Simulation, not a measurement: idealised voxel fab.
Documented hereafter: the process module known as voxel transistor to metal.
Displayed cross-section: cut, width of 170 nm, square cells sized 5 nm.
Reading order for cross-sections: top band down to bottom band. Underlying form: a grid of square cells. Band size: one or more rows of cells.
Heights first: top, then bottom, in nm. Then materials, left to right, each with a width in nm. "all across" on a single material: fills the band edge to edge. "empty": empty space.
Heights are reckoned from 0. Under this level, the received wafer is all of one material. The bottommost band is open-ended downward, for example "0 and below".
Width spec "30 to 40" -> top row of cells at first value, bottom row at second value, equal per-row change in between.
Step note "no change occurred" = no cross-section cell changed.
"Closed empty spaces" means: voids of 8 cells or more that are shut off from the top with no open way through. Written width x height at distance, distance from the left edge, in nm.
If you see something after the settings on a step's line, that's the simulator's own remark about that step.
On any step carrying a mask, the "overlay nm" setting, if present on the step's line, tells how far right of its planned place the mask lay; negative values point to the left.

### These are the steps we planned for the process
| 1 | RECEIVE, material Si |
| 2 | CONFORMAL_DEP, material SiO2, thk nm 5 |
| 3 | CONFORMAL_DEP, material SiN, thk nm 15 |
| 4 | PATTERN, tone cover, mask id ACTIVE, material resist, width nm 85, thk nm 20, overlay nm 0 |
| 5 | DIRECTIONAL_ETCH, etch materials SiN, depth nm 15 |
| 6 | DIRECTIONAL_ETCH, etch materials SiO2, depth nm 5 |
| 7 | DIRECTIONAL_ETCH, etch materials Si, depth nm 25 |
| 8 | STRIP, etch materials resist |
| 9 | OXIDIZE, depth nm 5 |
| 10 | FILL_DEP, material SiO2, thk nm 5 |
| 11 | CMP, height nm 20 |
| 12 | SELECTIVE_ETCH, etch materials SiO2, depth nm 5 |
| 13 | STRIP, etch materials SiN |
| 14 | SELECTIVE_ETCH, etch materials SiO2, depth nm 5 |
| 15 | OXIDIZE, depth nm 5 |
| 16 | DIRECTIONAL_DEP, material polySi, thk nm 25 |
| 17 | DIRECTIONAL_DEP, material SiCN, thk nm 15 |
| 18 | PATTERN, tone cover, mask id GATE, material resist, width nm 15, thk nm 20, overlay nm 0 |
| 19 | DIRECTIONAL_ETCH, etch materials SiCN, depth nm 25 |
| 20 | DIRECTIONAL_ETCH, etch materials polySi, depth nm 35 |
| 21 | STRIP, etch materials resist |
| 22 | CONFORMAL_DEP, material SiN, thk nm 10 |
| 23 | DIRECTIONAL_ETCH, etch materials SiN, depth nm 10 |
| 24 | DIRECTIONAL_ETCH, etch materials SiO2, depth nm 5 |
| 25 | DIRECTIONAL_ETCH, etch materials Si, depth nm 15 |
| 26 | EPI, material nSi, thk nm 15 |
| 27 | FILL_DEP, material SiO2, thk nm 5 |
| 28 | CMP, height nm 40 |
| 29 | DIRECTIONAL_DEP, material SiO2, thk nm 15 |
| 30 | MASKED_ETCH, tone open, mask id CONTACT, width nm 15, pitch nm 60, etch materials SiO2, depth nm 60, overlay nm 0 |
| 31 | CONFORMAL_DEP, material TiN, thk nm 5 |
| 32 | FILL_DEP, material Ru, thk nm 5 |
| 33 | CMP, height nm 55 |
| 34 | DIRECTIONAL_DEP, material TiN, thk nm 5 |
| 35 | DIRECTIONAL_DEP, material Ru, thk nm 15 |
| 36 | MASKED_ETCH, tone cover, mask id METAL_1, width nm 15, pitch nm 60, etch materials Ru, depth nm 15, overlay nm 0 |
| 37 | MASKED_ETCH, tone cover, mask id METAL_1, width nm 15, pitch nm 60, etch materials TiN, depth nm 5, overlay nm 0 |
| 38 | FILL_DEP, material lowk, thk nm 10 |
| 39 | CMP, height nm 75 |
| 40 | CONFORMAL_DEP, material SiCN, thk nm 5 |
| 41 | DIRECTIONAL_DEP, material SiO2, thk nm 25 |
| 42 | PATTERN, tone open, mask id METAL_2, material resist, width nm 15, pitch nm 60, thk nm 15, overlay nm 0 |
| 43 | DIRECTIONAL_ETCH, etch materials SiO2, depth nm 15 |
| 44 | STRIP, etch materials resist |
| 45 | DIRECTIONAL_DEP, material aC, thk nm 15 |
| 46 | PATTERN, tone open, mask id METAL_2_HOLES, material resist, width nm 15, pitch nm 60, thk nm 35, overlay nm 0 |
| 47 | DIRECTIONAL_ETCH, etch materials aC, depth nm 15 |
| 48 | STRIP, etch materials resist |
| 49 | DIRECTIONAL_ETCH, etch materials SiO2, depth nm 10 |
| 50 | DIRECTIONAL_ETCH, etch materials SiCN, depth nm 5 |
| 51 | STRIP, etch materials aC |
| 52 | CONFORMAL_DEP, material TiN, thk nm 5 |
| 53 | FILL_DEP, material Ru, thk nm 5 |
| 54 | CMP, height nm 105 |
| 55 | CONFORMAL_DEP, material SiCN, thk nm 5 |

### Here's what the wafer looked like in cross-section when it arrived - that's after step 1
> 0 and below: Si all across
> Closed empty spaces: none

### End state of the module in cross-section, given the above starting point and plan and one mistake in execution
> 110 down to 105: SiCN all across
> 105 down to 95: SiO2=40 / TiN=5 to 10 / Ru=15 to 5 / TiN=5 to 10 / SiO2=35 / TiN=5 to 10 / Ru=15 to 5 / TiN=5 to 10 / SiO2=45
> 95 down to 80: SiO2=45 / TiN=5 / Ru=5 / TiN=5 / SiO2=45 / TiN=5 / Ru=5 / TiN=5 / SiO2=50
> 80 down to 75: SiCN=45 / TiN=15 / SiCN=45 / TiN=15 / SiCN=50
> 75 down to 60: lowk=45 / Ru=15 / lowk=45 / Ru=15 / lowk=50
> 60 down to 55: lowk=45 / TiN=15 / lowk=45 / TiN=15 / lowk=50
> 55 down to 40: SiO2=45 / TiN=5 / Ru=5 / TiN=5 / SiO2=45 / TiN=5 / Ru=5 / TiN=5 / SiO2=50
> 40 down to 25: SiO2=45 / TiN=5 / Ru=5 / TiN=5 / SiO2=5 / SiN=10 / SiCN=15 / SiN=10 / SiO2=5 / TiN=5 / Ru=5 / TiN=5 / SiO2=50
> 25 down to 15: SiO2=45 / TiN=5 / Ru=5 / TiN=5 / SiO2=5 / SiN=10 / polySi=15 / SiN=10 / SiO2=5 / TiN=5 / Ru=5 / TiN=5 / SiO2=50
> 15 down to 10: SiO2=45 / TiN=15 / SiO2=5 / SiN=10 / polySi=15 / SiN=10 / SiO2=5 / TiN=15 / SiO2=50
> 10 down to 0: SiO2=35 / SiN=10 / TiN=5 / nSi=15 / SiN=10 / polySi=15 / SiN=10 / nSi=15 / TiN=5 / SiN=10 / SiO2=40
> 0 down to -5: SiO2=45 / TiN=5 / nSi=15 / SiO2=35 / nSi=15 / TiN=5 / SiO2=50
> -5 down to -20: SiO2=45 / nSi=20 / Si=35 / nSi=20 / SiO2=50
> -20 down to -30: SiO2=45 / Si=75 / SiO2=50
> -30 and below: Si all across
> Closed empty spaces: none
What was done differently from what was planned? so step 46 ended up running with a different setting than we planned, it ran as PATTERN, tone open, mask id METAL_2_HOLES, material resist, width nm 25, pitch nm 60, thk nm 35, overlay nm 0
